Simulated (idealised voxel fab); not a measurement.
Proc. module: voxel quadruple lines
Shown is cross-section cut, with a width of 205 nm and square cells of size 5 nm.
Just so we're on the same page, the cross-sections are grids of square cells, and they're listed out in bands top to bottom, each band one or more rows deep. Band: top and bottom heights (nm) first, top before bottom; then materials from left to right, widths in nm. "edge to edge" marks a sole material filling the band edge to edge. "blank" denotes empty space. For the purposes of this specification, 0 denotes the height below which the wafer in its as-received condition is composed wholly of one material, and the lowermost band, lacking a lower limit, extends downward without end, as expressed in "0..down". Width spec "30->40" -> top row of cells at first value, bottom row at second value, equal per-row change in between. No cell of the cross-section changed in a step that is given as "no change occurred". Empty spaces counting at least 8 cells and having no open way to the top are listed in "Entrapped void list". The notation width x height at distance is used for each, the distance being from the left edge and all three values in nm. Formally, on a step line, whatever follows the settings is a remark that the simulator itself makes on the step. On any step carrying a mask, the "overlay nm" setting, if present on the step's line, tells how far right of its planned place the mask lay; negative values point to the left.

Planned process steps
1 RECEIVE,material Si
2 CONFORMAL_DEP,material SiO2,thk nm 5
3 DIRECTIONAL_DEP,material Ru,thk nm 15
4 DIRECTIONAL_DEP,material polySi,thk nm 15
5 DIRECTIONAL_DEP,material aC,thk nm 20
6 PATTERN,tone cover,mask id MANDREL,material resist,width nm 25,thk nm 25,overlay nm 0
7 DIRECTIONAL_ETCH,etch materials aC,depth nm 20
8 STRIP,etch materials resist
9 CONFORMAL_DEP,material SiO2,thk nm 15
10 DIRECTIONAL_ETCH,etch materials SiO2,depth nm 15
11 STRIP,etch materials aC
12 DIRECTIONAL_ETCH,etch materials polySi,depth nm 15
13 STRIP,etch materials SiO2
14 CONFORMAL_DEP,material SiCN,thk nm 5
15 DIRECTIONAL_ETCH,etch materials SiCN,depth nm 5
16 STRIP,etch materials polySi
17 DIRECTIONAL_ETCH,etch materials Ru,depth nm 15
18 STRIP,etch materials SiCN
19 FILL_DEP,material lowk,thk nm 5
20 CMP,height nm 20

The first of the two wafers, which ran as planned

Wafer at receipt (post step 1), cross-section
> 0..down  Si edge to edge
> Entrapped void list: none

Cross-sectional representation of the wafer at the conclusion of step 2
> 5..0  SiO2 edge to edge
> Rest of section, below 0: as before.

Cross-sectional representation of the wafer at the conclusion of step 3
> 20..5  Ru edge to edge
> Rest of section, below 5: as before.

Cross-sectional representation of the wafer at the conclusion of step 4
> 35..20  polySi edge to edge
> Rest of section, below 20: as before.

Cross-sectional representation of the wafer at the conclusion of step 5
> 55..35  aC edge to edge
> Rest of section, below 35: as before.

Cross-sectional representation of the wafer at the conclusion of step 6
> 80..55  blank (90)  resist (25)  blank (90)
> Rest of section, below 55: as before.

Cross-sectional representation of the wafer at the conclusion of step 7
> 60..55  blank (90)  resist (25)  blank (90)
> 55..35  blank (90)  aC (25)  blank (90)
> Rest of section, below 35: as before.

Cross-sectional representation of the wafer at the conclusion of step 8
> 55..35  blank (90)  aC (25)  blank (90)
> Rest of section, below 35: as before.

Cross-sectional representation of the wafer at the conclusion of step 9
> 70..55  blank (75)  SiO2 (55)  blank (75)
> 55..50  blank (75)  SiO2 (15)  aC (25)  SiO2 (15)  blank (75)
> 50..35  SiO2 (90)  aC (25)  SiO2 (90)
> Rest of section, below 35: as before.

Cross-sectional representation of the wafer at the conclusion of step 10
> 55..35  blank (75)  SiO2 (15)  aC (25)  SiO2 (15)  blank (75)
> Rest of section, below 35: as before.

Cross-sectional representation of the wafer at the conclusion of step 11
> 55..35  blank (75)  SiO2 (15)  blank (25)  SiO2 (15)  blank (75)
> Rest of section, below 35: as before.

Cross-sectional representation of the wafer at the conclusion of step 12
> 55..35  blank (75)  SiO2 (15)  blank (25)  SiO2 (15)  blank (75)
> 35..20  blank (75)  polySi (15)  blank (25)  polySi (15)  blank (75)
> Rest of section, below 20: as before.

Cross-sectional representation of the wafer at the conclusion of step 13
> 35..20  blank (75)  polySi (15)  blank (25)  polySi (15)  blank (75)
> Rest of section, below 20: as before.

Cross-sectional representation of the wafer at the conclusion of step 14
> 40..35  blank (70)  SiCN (25)  blank (15)  SiCN (25)  blank (70)
> 35..25  blank (70)  SiCN (5)  polySi (15)  SiCN (5)  blank (15)  SiCN (5)  polySi (15)  SiCN (5)  blank (70)
> 25..20  SiCN (75)  polySi (15)  SiCN (25)  polySi (15)  SiCN (75)
> Rest of section, below 20: as before.

Cross-sectional representation of the wafer at the conclusion of step 15
> 35..20  blank (70)  SiCN (5)  polySi (15)  SiCN (5)  blank (15)  SiCN (5)  polySi (15)  SiCN (5)  blank (70)
> Rest of section, below 20: as before.

Cross-sectional representation of the wafer at the conclusion of step 16
> 35..20  blank (70)  SiCN (5)  blank (15)  SiCN (5)  blank (15)  SiCN (5)  blank (15)  SiCN (5)  blank (70)
> Rest of section, below 20: as before.

Cross-sectional representation of the wafer at the conclusion of step 17
> 35..20  blank (70)  SiCN (5)  blank (15)  SiCN (5)  blank (15)  SiCN (5)  blank (15)  SiCN (5)  blank (70)
> 20..5  blank (70)  Ru (5)  blank (15)  Ru (5)  blank (15)  Ru (5)  blank (15)  Ru (5)  blank (70)
> Rest of section, below 5: as before.

Cross-sectional representation of the wafer at the conclusion of step 18
> 20..5  blank (70)  Ru (5)  blank (15)  Ru (5)  blank (15)  Ru (5)  blank (15)  Ru (5)  blank (70)
> Rest of section, below 5: as before.

Cross-sectional representation of the wafer at the conclusion of step 19
> 25..20  lowk edge to edge
> 20..5  lowk (70)  Ru (5)  lowk (15)  Ru (5)  lowk (15)  Ru (5)  lowk (15)  Ru (5)  lowk (70)
> Rest of section, below 5: as before.

Cross-sectional representation of the wafer at the conclusion of step 20
> 20..5  lowk (70)  Ru (5)  lowk (15)  Ru (5)  lowk (15)  Ru (5)  lowk (15)  Ru (5)  lowk (70)
> Rest of section, below 5: as before.

Wafer two. Same start, same plan, one slip in execution. Same as wafer one through step 6, inclusive

Second wafer, cross-section, planned end of step 7
> 40..35  blank (90)  aC (25)  blank (90)
> Rest of section, below 35: as before.

Second wafer, cross-section, planned end of step 8: no change occurred

Second wafer, cross-section, planned end of step 9
> 55..50  blank (75)  SiO2 (55)  blank (75)
> 50..40  SiO2 edge to edge
> 40..35  SiO2 (90)  aC (25)  SiO2 (90)
> Rest of section, below 35: as before.

Second wafer, cross-section, planned end of step 10
> 40..35  blank (75)  SiO2 (15)  aC (25)  SiO2 (15)  blank (75)
> Rest of section, below 35: as before.

Second wafer, cross-section, planned end of step 11
> 40..35  blank (75)  SiO2 (15)  blank (25)  SiO2 (15)  blank (75)
> Rest of section, below 35: as before.

Second wafer, cross-section, planned end of step 12
> 40..35  blank (75)  SiO2 (15)  blank (25)  SiO2 (15)  blank (75)
> 35..20  blank (75)  polySi (15)  blank (25)  polySi (15)  blank (75)
> Rest of section, below 20: as before.

Second wafer, cross-section, planned end of step 13
> 35..20  blank (75)  polySi (15)  blank (25)  polySi (15)  blank (75)
> Rest of section, below 20: as before.

Second wafer, cross-section, planned end of step 14
> 40..35  blank (70)  SiCN (25)  blank (15)  SiCN (25)  blank (70)
> 35..25  blank (70)  SiCN (5)  polySi (15)  SiCN (5)  blank (15)  SiCN (5)  polySi (15)  SiCN (5)  blank (70)
> 25..20  SiCN (75)  polySi (15)  SiCN (25)  polySi (15)  SiCN (75)
> Rest of section, below 20: as before.

Second wafer, cross-section, planned end of step 15
> 35..20  blank (70)  SiCN (5)  polySi (15)  SiCN (5)  blank (15)  SiCN (5)  polySi (15)  SiCN (5)  blank (70)
> Rest of section, below 20: as before.

Second wafer, cross-section, planned end of step 16
> 35..20  blank (70)  SiCN (5)  blank (15)  SiCN (5)  blank (15)  SiCN (5)  blank (15)  SiCN (5)  blank (70)
> Rest of section, below 20: as before.

Second wafer, cross-section, planned end of step 17
> 35..20  blank (70)  SiCN (5)  blank (15)  SiCN (5)  blank (15)  SiCN (5)  blank (15)  SiCN (5)  blank (70)
> 20..5  blank (70)  Ru (5)  blank (15)  Ru (5)  blank (15)  Ru (5)  blank (15)  Ru (5)  blank (70)
> Rest of section, below 5: as before.

Second wafer, cross-section, planned end of step 18
> 20..5  blank (70)  Ru (5)  blank (15)  Ru (5)  blank (15)  Ru (5)  blank (15)  Ru (5)  blank (70)
> Rest of section, below 5: as before.

Second wafer, cross-section, planned end of step 19
> 25..20  lowk edge to edge
> 20..5  lowk (70)  Ru (5)  lowk (15)  Ru (5)  lowk (15)  Ru (5)  lowk (15)  Ru (5)  lowk (70)
> Rest of section, below 5: as before.

Second wafer, cross-section, planned end of step 20
> 20..5  lowk (70)  Ru (5)  lowk (15)  Ru (5)  lowk (15)  Ru (5)  lowk (15)  Ru (5)  lowk (70)
> Rest of section, below 5: as before.
Nonconformance to the process plan: step 7 of the plan was twice carried out
The mistake has no effect on what this model computes, because the two wafers end with the same cross-section.
